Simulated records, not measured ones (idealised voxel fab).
You're looking at the process module voxel ribs on slabs.
The figure presents cross-section cut, which has a width of 295 nm and is divided into square cells with an edge length of 5 nm.
Notation: cross-section as square-cell grid; stated in bands, top first, going down; one or more cell rows per band.
Look at the band entry: it leads with the top's height and the bottom's height in nm. Then it lists the materials left to right, with a width in nm for each. The word "full width" on a single material says that material fills the band edge to edge. The word "air" is empty space.
The reference from which all heights are counted is 0, the level beneath which the as-received wafer is entirely one material; the lowest band, having no lower bound, proceeds downward and is written after the example "0 nm and below".
Think of "30 to 40" as a width that walks from the first number to the second as you go down the band, top row to bottom row, taking equal-sized steps from row to row.
Reading "no alteration" for a step: not a cell of the cross-section changed in it.
If an empty space has no open way to the top and is at least 8 cells in size, "Cavities, sealed" lists it, written width x height at distance, where distance is measured from the left edge and every value is in nm.
It should be noted that, on the line of a given step, the content following the step's settings is a remark produced by the simulator itself with respect to that step.
What "overlay nm" on a step's line means: if the step has a mask, that mask lay this far to the right of its planned place, or, when the value is negative, to the left.
### Process steps (planned)
step 1: op RECEIVE | material Si
step 2: op DIRECTIONAL_DEP | material SiO2 | thk nm 25
step 3: op DIRECTIONAL_DEP | material SiN | thk nm 25
step 4: op PATTERN | tone cover | mask id RIB | material resist | width nm 25 | thk nm 20 | overlay nm 0
step 5: op DIRECTIONAL_ETCH | etch materials SiN | depth nm 15
step 6: op STRIP | etch materials resist
step 7: op MASKED_ETCH | tone cover | mask id SLAB | width nm 85 | etch materials SiN | depth nm 10 | overlay nm 0
step 8: op FILL_DEP | material SiO2 | thk nm 25
step 9: op CMP | height nm 65
step 10: op DIRECTIONAL_DEP | material TiN | thk nm 5
step 11: op PATTERN | tone cover | mask id HEATER | material resist | width nm 35 | thk nm 15 | overlay nm 0
step 12: op DIRECTIONAL_ETCH | etch materials TiN | depth nm 5
step 13: op STRIP | etch materials resist
step 14: op CONFORMAL_DEP | material SiN | thk nm 5
### first wafer, as planned
### Cross-section of the wafer upon arrival, representing the state reached after step 1
> 0 nm and below: Si full width
> Cavities, sealed: none
### Cross-section: wafer state after step 2
> 25 nm to 0 nm: SiO2 full width
> All layers under 0 are left as they were.
### Cross-section: wafer state after step 3
> 50 nm to 25 nm: SiN full width
> All layers under 25 are left as they were.
### Cross-section: wafer state after step 4
> 70 nm to 50 nm: air=135; resist=25; air=135
> All layers under 50 are left as they were.
### Cross-section: wafer state after step 5
> 70 nm to 50 nm: air=135; resist=25; air=135
> 50 nm to 35 nm: air=135; SiN=25; air=135
> All layers under 35 are left as they were.
### Cross-section: wafer state after step 6
> 50 nm to 35 nm: air=135; SiN=25; air=135
> All layers under 35 are left as they were.
### Cross-section: wafer state after step 7
> 50 nm to 35 nm: air=135; SiN=25; air=135
> 35 nm to 25 nm: air=105; SiN=85; air=105
> All layers under 25 are left as they were.
### Cross-section: wafer state after step 8
> 75 nm to 50 nm: SiO2 full width
> 50 nm to 35 nm: SiO2=135; SiN=25; SiO2=135
> 35 nm to 25 nm: SiO2=105; SiN=85; SiO2=105
> All layers under 25 are left as they were.
### Cross-section: wafer state after step 9
> 65 nm to 50 nm: SiO2 full width
> All layers under 50 are left as they were.
### Cross-section: wafer state after step 10
> 70 nm to 65 nm: TiN full width
> All layers under 65 are left as they were.
### Cross-section: wafer state after step 11
> 85 nm to 70 nm: air=130; resist=35; air=130
> All layers under 70 are left as they were.
### Cross-section: wafer state after step 12
> 85 nm to 70 nm: air=130; resist=35; air=130
> 70 nm to 65 nm: air=130; TiN=35; air=130
> All layers under 65 are left as they were.
### Cross-section: wafer state after step 13
> 70 nm to 65 nm: air=130; TiN=35; air=130
> All layers under 65 are left as they were.
### Cross-section: wafer state after step 14
> 75 nm to 70 nm: air=125; SiN=45; air=125
> 70 nm to 65 nm: SiN=130; TiN=35; SiN=130
> All layers under 65 are left as they were.
### Wafer two of the pair: same origin, same plan, one error during the run; identical to wafer one up to and including step 1
### Second wafer, sectioned view, at step 2's planned end time
> 50 nm to 0 nm: SiO2 full width
> All layers under 0 are left as they were.
### Second wafer, sectioned view, at step 3's planned end time
> 75 nm to 50 nm: SiN full width
> All layers under 50 are left as they were.
### Second wafer, sectioned view, at step 4's planned end time
> 95 nm to 75 nm: air=135; resist=25; air=135
> All layers under 75 are left as they were.
### Second wafer, sectioned view, at step 5's planned end time
> 95 nm to 75 nm: air=135; resist=25; air=135
> 75 nm to 60 nm: air=135; SiN=25; air=135
> All layers under 60 are left as they were.
### Second wafer, sectioned view, at step 6's planned end time
> 75 nm to 60 nm: air=135; SiN=25; air=135
> All layers under 60 are left as they were.
### Second wafer, sectioned view, at step 7's planned end time
> 75 nm to 60 nm: air=135; SiN=25; air=135
> 60 nm to 50 nm: air=105; SiN=85; air=105
> All layers under 50 are left as they were.
### Second wafer, sectioned view, at step 8's planned end time
> 100 nm to 75 nm: SiO2 full width
> 75 nm to 60 nm: SiO2=135; SiN=25; SiO2=135
> 60 nm to 50 nm: SiO2=105; SiN=85; SiO2=105
> All layers under 50 are left as they were.
### Second wafer, sectioned view, at step 9's planned end time
> 65 nm to 60 nm: SiO2=135; SiN=25; SiO2=135
> All layers under 60 are left as they were.
### Second wafer, sectioned view, at step 10's planned end time
> 70 nm to 65 nm: TiN full width
> All layers under 65 are left as they were.
### Second wafer, sectioned view, at step 11's planned end time
> 85 nm to 70 nm: air=130; resist=35; air=130
> All layers under 70 are left as they were.
### Second wafer, sectioned view, at step 12's planned end time
> 85 nm to 70 nm: air=130; resist=35; air=130
> 70 nm to 65 nm: air=130; TiN=35; air=130
> All layers under 65 are left as they were.
### Second wafer, sectioned view, at step 13's planned end time
> 70 nm to 65 nm: air=130; TiN=35; air=130
> All layers under 65 are left as they were.
### Second wafer, sectioned view, at step 14's planned end time
> 75 nm to 70 nm: air=125; SiN=45; air=125
> 70 nm to 65 nm: SiN=130; TiN=35; SiN=130
> All layers under 65 are left as they were.
What broke from the plan during processing? step 2 of the plan saw execution twice
Final difference in cells, second wafer against first, listed per material as more or fewer: 10 fewer of SiN; 10 more of SiO2
